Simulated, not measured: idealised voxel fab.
process module | voxel lift off
cross-section cut | 145 nm wide | cells 5 nm
A cross-section is a grid of square cells, given in bands from the top down. A band is one or more rows of cells.
Each band's line starts with the height of the band's top and of its bottom, in nm. Then come its materials from left to right, each with its width in nm. One material with "throughout" fills the band from edge to edge. "air" is empty space.
Height 0 is the level under which the wafer as received is all one material. The lowest band goes on downwards, as in "0 down".
A width such as "30 to 40" changes by the same amount from each row of cells to the next, from the band's top row to its bottom row.
"no change" after a step means that no cell of the cross-section changed.
closed voids: empty space of 8 cells or more with no open way to the top, each as width x height at its distance from the left edge, in nm
after a step's settings: what the simulator itself notes on the step
overlay nm, on a step with a mask: how far to the right of its planned place the mask lay; to the left if negative
plan
1 op RECEIVE | material Si
2 op CONFORMAL_DEP | material SiO2 | thk nm 15
3 op PATTERN | tone open | mask id LINES | material resist | width nm 20 | pitch nm 50 | thk nm 20 | overlay nm 0
4 op DIRECTIONAL_DEP | material Ru | thk nm 10
5 op STRIP | etch materials resist
6 op CONFORMAL_DEP | material SiN | thk nm 10
first wafer, as planned
as received, after step 1
  0 down: Si throughout
  closed voids: none
after step 2
  15 to 0: SiO2 throughout
  below 0: unchanged
after step 3
  35 to 15: resist 35 | air 20 | resist 30 | air 20 | resist 40
  below 15: unchanged
after step 4
  45 to 35: Ru 35 | air 20 | Ru 30 | air 20 | Ru 40
  35 to 25: resist 35 | air 20 | resist 30 | air 20 | resist 40
  25 to 15: resist 35 | Ru 20 | resist 30 | Ru 20 | resist 40
  below 15: unchanged
after step 5
  25 to 15: air 35 | Ru 20 | air 30 | Ru 20 | air 40
  below 15: unchanged
after step 6
  35 to 25: air 25 | SiN 40 | air 10 | SiN 40 | air 30
  25 to 15: SiN 35 | Ru 20 | SiN 30 | Ru 20 | SiN 40
  below 15: unchanged
second wafer: like start, like plan, one mistake. Through step 2 it matches the first wafer
when step 3 should have ended
  35 to 15: resist 40 | air 20 | resist 30 | air 20 | resist 35
  below 15: unchanged
when step 4 should have ended
  45 to 35: Ru 40 | air 20 | Ru 30 | air 20 | Ru 35
  35 to 25: resist 40 | air 20 | resist 30 | air 20 | resist 35
  25 to 15: resist 40 | Ru 20 | resist 30 | Ru 20 | resist 35
  below 15: unchanged
when step 5 should have ended
  25 to 15: air 40 | Ru 20 | air 30 | Ru 20 | air 35
  below 15: unchanged
when step 6 should have ended
  35 to 25: air 30 | SiN 40 | air 10 | SiN 40 | air 25
  25 to 15: SiN 40 | Ru 20 | SiN 30 | Ru 20 | SiN 35
  below 15: unchanged
what went wrong: step 3 ran as: op PATTERN | tone open | mask id LINES | material resist | width nm 20 | pitch nm 50 | thk nm 20 | overlay nm 5
at the end the second wafer has, in cells: as many of each material as the first, in other places
